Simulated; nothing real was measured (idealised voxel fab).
Herein follows the process module entitled voxel fin reveal.
We display cut, a cross-section 200 nm in width whose square cells are each 5 nm.
A cross-section is written here as square cells arranged in a grid, and it is given in bands from the top down, each band taking up one or more rows of cells. It is stipulated that each band's entry specify, in nanometres, the height of the top of the band and then that of its bottom, followed by the materials of the band in left-to-right sequence, each together with its width in nanometres. A single material marked by the word "all across" is understood to fill the band from edge to edge; the word "empty" is understood to denote empty space. Zero point of the height axis is 0; under it, received wafer = one material. Lowest band: continues down indefinitely, "0 down". Width: "30->40" (first number = top row, second number = bottom row, same change from row to row of cells). For the purposes of this document, the phrase "no change" attached to a step denotes that no cell within the cross-section was modified by that step. The entry "Trapped voids" lists the empty spaces that cover at least 8 cells and have no open path to the top. Each is written as width x height at distance, where the distance is measured from the left edge and all three values are in nm. On each step's line, the part that comes after the settings is the simulator's own comment on the step. "overlay nm" on a masked step: distance the mask lay right of its planned place, negative for left.
Set out below are the planned steps of the process
1,RECEIVE | material Si
2,CONFORMAL_DEP | material SiN | thk nm 5
3,DIRECTIONAL_DEP | material aC | thk nm 15
4,PATTERN | tone cover | mask id FINS | material resist | width nm 15 | pitch nm 35 | thk nm 35 | overlay nm -15
5,DIRECTIONAL_ETCH | etch materials aC | depth nm 15
6,STRIP | etch materials resist
7,DIRECTIONAL_ETCH | etch materials SiN | depth nm 5
8,DIRECTIONAL_ETCH | etch materials Si | depth nm 35
9,STRIP | etch materials aC
10,OXIDIZE | depth nm 5
11,FILL_DEP | material SiO2 | thk nm 10
12,CMP | height nm 5
13,SELECTIVE_ETCH | etch materials SiO2 | depth nm 30
14,STRIP | etch materials SiN
Wafer-to-wafer difference: overlay nm, step 4. Common start. Plan = first wafer's value.
This is how the first of several wafers looked in cross-section when it arrived, which is after step 1
0 down  Si all across
Trapped voids: none
Row per wafer, end-of-module: cell gain (+)/loss (-) by material since the wafer came in, then closed voids
overlay nm -15 | -304 Si | +114 SiO2 | Trapped voids: none
overlay nm -10 | -304 Si | +114 SiO2 | Trapped voids: none
overlay nm -5 | -304 Si | +114 SiO2 | Trapped voids: none
overlay nm 0 | -304 Si | +114 SiO2 | Trapped voids: none
overlay nm 5 | -304 Si | +114 SiO2 | Trapped voids: none
overlay nm 10 | -304 Si | +114 SiO2 | Trapped voids: none
overlay nm 15 | -304 Si | +114 SiO2 | Trapped voids: none
